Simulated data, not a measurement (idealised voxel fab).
Module name: voxel gate over fins (process module)
Xsec cut, 255 nm wide, square cell size 5 nm.
A cross-section in this document is a grid of square cells, and it is written down as bands, the top band listed before the ones below it; a band is made up of one or more rows of cells.
The band entry comprises the height of the band's top followed by the height of its bottom, expressed in nm, and subsequently the band's materials from left to right, each stated together with its width in nm. Where a single material is marked with the word "everywhere", that material fills the band from edge to edge. The word "empty" represents empty space.
Height 0 is the level under which the wafer as received is all one material. The lowest band goes on downwards, as in "top 0, no bottom".
The two numbers in a width such as "30..40" mark its ends across the band: the first belongs to the top row of cells, the second to the bottom row, and from each row to the next the width moves by the same amount.
You'll sometimes find "nothing got changed" written for a step, and that's the way of saying that nowhere in the cross-section did a cell change during that step.
The entry titled "Sealed internal voids" provides the empty spaces that have no open way to the top, restricted to those of 8 cells or more. Each is presented as width x height at distance, the distance being measured from the left edge, with all three in nm.
The remark found on a step's line after its settings is issued by the simulator itself and pertains to that step.
The "overlay nm" setting may appear on a step's line; for a step that uses a mask, it gives how far to the right of its planned position the mask lay, and a negative value indicates the left.

**The steps planned for the process are as follows**
1 RECEIVE: material Si
2 CONFORMAL_DEP: material SiN, thk nm 5
3 DIRECTIONAL_DEP: material aC, thk nm 15
4 PATTERN: tone cover, mask id FINS, material resist, width nm 15, pitch nm 35, thk nm 35, overlay nm 0
5 DIRECTIONAL_ETCH: etch materials aC, depth nm 15
6 STRIP: etch materials resist
7 DIRECTIONAL_ETCH: etch materials SiN, depth nm 5
8 DIRECTIONAL_ETCH: etch materials Si, depth nm 30
9 STRIP: etch materials aC
10 FILL_DEP: material SiO2, thk nm 15
11 CMP: height nm 5
12 SELECTIVE_ETCH: etch materials SiO2, depth nm 15
13 STRIP: etch materials SiN
14 CONFORMAL_DEP: material HfO2, thk nm 5
15 CONFORMAL_DEP: material TiN, thk nm 5
16 CONFORMAL_DEP: material TiAl, thk nm 5
17 CONFORMAL_DEP: material TiN, thk nm 5
18 FILL_DEP: material W, thk nm 15
19 CMP: height nm 30
20 CONFORMAL_DEP: material SiN, thk nm 10

**Cross-sectional view of the wafer in its as-received condition, corresponding to the state after step 1**
- top 0, no bottom | Si everywhere
- Sealed internal voids: none

**Here's the wafer cut in cross-section after the module, started and planned just like above, except one thing was done wrong in the run**
- top 40, bottom 30 | SiN everywhere
- top 30, bottom 20 | W everywhere
- top 20, bottom 15 | W 45 nm; TiN 160 nm; W 50 nm
- top 15, bottom 10 | W 45 nm; TiN 5 nm; TiAl 150 nm; TiN 5 nm; W 50 nm
- top 10, bottom 5 | TiN 50 nm; TiAl 5 nm; HfO2 140 nm; TiAl 5 nm; TiN 55 nm
- top 5, bottom 0 | TiAl 55 nm; HfO2 5 nm; TiN 25 nm; HfO2 10 nm; TiN 25 nm; HfO2 10 nm; TiN 25 nm; HfO2 10 nm; TiN 25 nm; HfO2 5 nm; TiAl 60 nm
- top 0, bottom -5 | HfO2 60 nm; TiN 5 nm; Si 15 nm; TiN 5 nm; HfO2 10 nm; TiN 5 nm; Si 15 nm; TiN 5 nm; HfO2 10 nm; TiN 5 nm; Si 15 nm; TiN 5 nm; HfO2 10 nm; TiN 5 nm; Si 15 nm; TiN 5 nm; HfO2 65 nm
- top -5, bottom -10 | TiN 65 nm; Si 15 nm; TiN 20 nm; Si 15 nm; TiN 20 nm; Si 15 nm; TiN 20 nm; Si 15 nm; TiN 70 nm
- top -10, bottom -30 | SiO2 65 nm; Si 15 nm; SiO2 20 nm; Si 15 nm; SiO2 20 nm; Si 15 nm; SiO2 20 nm; Si 15 nm; SiO2 70 nm
- top -30, no bottom | Si everywhere
- Sealed internal voids: none
In executing the process, a mistake was made relative to the plan: steps 14 and 15 were swapped
